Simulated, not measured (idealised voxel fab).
The following is a process module called voxel self aligned vias.
Section shown: cut. Width: 145 nm. Cell size: 5 nm, square.
In what follows, cross-sections appear as grids of square cells, described through bands that run from the top down, where every band is one or more rows of cells.
This entry defines a band. It first specifies the height of the band's top and the height of its bottom in nm, and then specifies the band's materials from left to right, stating each material with its width in nm. The word "full width" identifies a single material that fills the band from edge to edge, while the word "empty" identifies empty space.
Below 0: as-received wafer, all one material; heights counted from there. Lowest band: no bottom, goes on down, written "z 0 and below".
Width spec "30..40" -> top row of cells at first value, bottom row at second value, equal per-row change in between.
"identical to before" after a step means that no cell of the cross-section changed.
"Fully sealed cavities" contains a list of empty spaces, each no smaller than 8 cells and without an open way to the top, written in the form width x height at distance with the distance from the left edge and all three in nm.
Heads up: the bit after the settings on a step's line is the simulator's remark on that step.
overlay nm: how far to the right of its planned place the mask lay on this masked step (negative: to the left).

### Listed below are the process steps as planned
1 op RECEIVE | material Si
2 op CONFORMAL_DEP | material SiO2 | thk nm 15
3 op CONFORMAL_DEP | material SiCN | thk nm 5
4 op DIRECTIONAL_DEP | material SiO2 | thk nm 25
5 op DIRECTIONAL_DEP | material aC | thk nm 15
6 op PATTERN | tone open | mask id LINES | material resist | width nm 30 | pitch nm 60 | thk nm 35 | overlay nm 0
7 op DIRECTIONAL_ETCH | etch materials aC | depth nm 15
8 op STRIP | etch materials resist
9 op DIRECTIONAL_ETCH | etch materials SiO2 | depth nm 25
10 op STRIP | etch materials aC
11 op CONFORMAL_DEP | material TiN | thk nm 5
12 op FILL_DEP | material Ru | thk nm 5
13 op CMP | height nm 45
14 op SELECTIVE_ETCH | etch materials W Ru TiN | depth nm 5
15 op FILL_DEP | material SiN | thk nm 5
16 op CMP | height nm 45
17 op DIRECTIONAL_DEP | material SiO2 | thk nm 15
18 op MASKED_ETCH | tone open | mask id VIAS | width nm 40 | etch materials SiO2 | depth nm 15 | overlay nm 0
19 op MASKED_ETCH | tone open | mask id VIAS | width nm 40 | etch materials SiN | depth nm 5 | overlay nm 0
20 op CONFORMAL_DEP | material TiN | thk nm 5
21 op FILL_DEP | material Cu | thk nm 5
22 op CMP | height nm 60
23 op CONFORMAL_DEP | material SiN | thk nm 5

### As received (post step 1): cross-section
	z 0 and below = Si full width
	Fully sealed cavities: none

### The first of the two wafers as seen in cross-section once the module was finished; processing followed the plan
	z 65 to 60 = SiN full width
	z 60 to 50 = SiO2 20, TiN 5, Cu 30, TiN 5, SiO2 85
	z 50 to 45 = SiO2 20, TiN 10, Cu 20, TiN 10, SiO2 85
	z 45 to 40 = SiO2 25, TiN 30, SiO2 30, SiN 30, SiO2 30
	z 40 to 25 = SiO2 25, TiN 5, Ru 20, TiN 5, SiO2 30, TiN 5, Ru 20, TiN 5, SiO2 30
	z 25 to 20 = SiO2 25, TiN 30, SiO2 30, TiN 30, SiO2 30
	z 20 to 15 = SiCN full width
	z 15 to 0 = SiO2 full width
	z 0 and below = Si full width
	Fully sealed cavities: none

### Presented here is a cross-section of the second of the two wafers as it stood at the end of the module. It was started in the same manner and assigned the same plan as the first wafer; however, one mistake was made in its execution
	z 65 to 60 = SiN full width
	z 60 to 50 = SiO2 20, TiN 5, Cu 30, TiN 5, SiO2 85
	z 50 to 45 = SiO2 20, TiN 40, SiO2 85
	z 45 to 40 = SiO2 20, TiN 5, SiN 30, TiN 5, SiO2 25, SiN 30, SiO2 30
	z 40 to 25 = SiO2 25, TiN 5, Ru 20, TiN 5, SiO2 30, TiN 5, Ru 20, TiN 5, SiO2 30
	z 25 to 20 = SiO2 25, TiN 30, SiO2 30, TiN 30, SiO2 30
	z 20 to 15 = SiCN full width
	z 15 to 0 = SiO2 full width
	z 0 and below = Si full width
	Fully sealed cavities: none
Diagnosis: off-plan run, step 19, actual operation and settings op MASKED_ETCH | tone open | mask id VIAS | width nm 40 | etch materials SiO2 | depth nm 5 | overlay nm 0
Final tally in cells, some materials are higher or lower on the second wafer than on the first: Cu -4, SiN +6, SiO2 -2
